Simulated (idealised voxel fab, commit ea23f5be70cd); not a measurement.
process module | voxel transistor to metal
cross-section cut | 165 nm wide | cells 5 nm
A cross-section is a grid of square cells, given in bands from the top down. A band is one or more rows of cells.
Each band's line starts with the height of the band's top and of its bottom, in nm. Then come its materials from left to right, each with its width in nm. One material with "throughout" fills the band from edge to edge. "air" is empty space.
Height 0 is the level under which the wafer as received is all one material. The lowest band goes on downwards, as in "0 down".
A width such as "30 to 40" changes by the same amount from each row of cells to the next, from the band's top row to its bottom row.
"no change" after a step means that no cell of the cross-section changed.
closed voids: empty space of 8 cells or more with no open way to the top, each as width x height at its distance from the left edge, in nm
after a step's settings: what the simulator itself notes on the step
overlay nm, on a step with a mask: how far to the right of its planned place the mask lay; to the left if negative
plan
1 op RECEIVE | material Si
2 op CONFORMAL_DEP | material SiO2 | thk nm 5
3 op CONFORMAL_DEP | material SiN | thk nm 10
4 op DIRECTIONAL_DEP | material aC | thk nm 15
5 op PATTERN | tone cover | mask id ACTIVE | material resist | width nm 95 | thk nm 30 | overlay nm 0
6 op DIRECTIONAL_ETCH | etch materials aC | depth nm 15
7 op STRIP | etch materials resist
8 op DIRECTIONAL_ETCH | etch materials SiN | depth nm 10
9 op DIRECTIONAL_ETCH | etch materials SiO2 | depth nm 5
10 op DIRECTIONAL_ETCH | etch materials Si | depth nm 20
11 op STRIP | etch materials aC
12 op OXIDIZE | depth nm 5
13 op FILL_DEP | material SiO2 | thk nm 15
14 op CMP | height nm 15
15 op SELECTIVE_ETCH | etch materials SiO2 | depth nm 5
16 op STRIP | etch materials SiN
17 op SELECTIVE_ETCH | etch materials SiO2 | depth nm 5
18 op OXIDIZE | depth nm 5
19 op DIRECTIONAL_DEP | material polySi | thk nm 20
20 op DIRECTIONAL_DEP | material SiCN | thk nm 15
21 op PATTERN | tone cover | mask id GATE | material resist | width nm 15 | thk nm 20 | overlay nm 0
22 op DIRECTIONAL_ETCH | etch materials SiCN | depth nm 25
23 op DIRECTIONAL_ETCH | etch materials polySi | depth nm 30
24 op STRIP | etch materials resist
25 op CONFORMAL_DEP | material SiN | thk nm 5
26 op DIRECTIONAL_ETCH | etch materials SiN | depth nm 5
27 op DIRECTIONAL_ETCH | etch materials SiO2 | depth nm 5
28 op EPI | material SiGe | thk nm 5
29 op FILL_DEP | material SiO2 | thk nm 10
30 op CMP | height nm 35
31 op DIRECTIONAL_DEP | material SiO2 | thk nm 10
32 op PATTERN | tone open | mask id CONTACT | material resist | width nm 15 | pitch nm 65 | thk nm 15 | overlay nm 0
33 op DIRECTIONAL_ETCH | etch materials SiO2 | depth nm 45
34 op STRIP | etch materials resist
35 op CONFORMAL_DEP | material TiN | thk nm 5
36 op FILL_DEP | material Ru | thk nm 5
37 op CMP | height nm 45
38 op DIRECTIONAL_DEP | material TiN | thk nm 5
39 op DIRECTIONAL_DEP | material Ru | thk nm 20
40 op MASKED_ETCH | tone cover | mask id METAL_1 | width nm 20 | pitch nm 65 | etch materials Ru | depth nm 20 | overlay nm 0
41 op MASKED_ETCH | tone cover | mask id METAL_1 | width nm 20 | pitch nm 65 | etch materials TiN | depth nm 5 | overlay nm 0
42 op FILL_DEP | material SiO2 | thk nm 10
43 op CMP | height nm 70
44 op CONFORMAL_DEP | material SiN | thk nm 5
varied across the wafers: width nm of step 32. The plan shows the first wafer's value. All wafers start alike
first wafer as received, after step 1
  0 down: Si throughout
  closed voids: none
each wafer at the end: cells of each material gained (+) or lost (-) since it was received, then its closed voids
width nm 15 | +48 Ru | -97 Si | +9 SiCN | +14 SiGe | +49 SiN | +414 SiO2 | +46 TiN | +12 polySi | closed voids: none
width nm 20 | +64 Ru | -97 Si | +9 SiCN | +14 SiGe | +49 SiN | +396 SiO2 | +48 TiN | +12 polySi | closed voids: none
width nm 25 | +80 Ru | -97 Si | +9 SiCN | +14 SiGe | +49 SiN | +378 SiO2 | +50 TiN | +12 polySi | closed voids: none
width nm 30 | +96 Ru | -97 Si | +9 SiCN | +14 SiGe | +49 SiN | +360 SiO2 | +52 TiN | +12 polySi | closed voids: none
width nm 35 | +111 Ru | -97 Si | +9 SiCN | +14 SiGe | +49 SiN | +343 SiO2 | +54 TiN | +12 polySi | closed voids: none
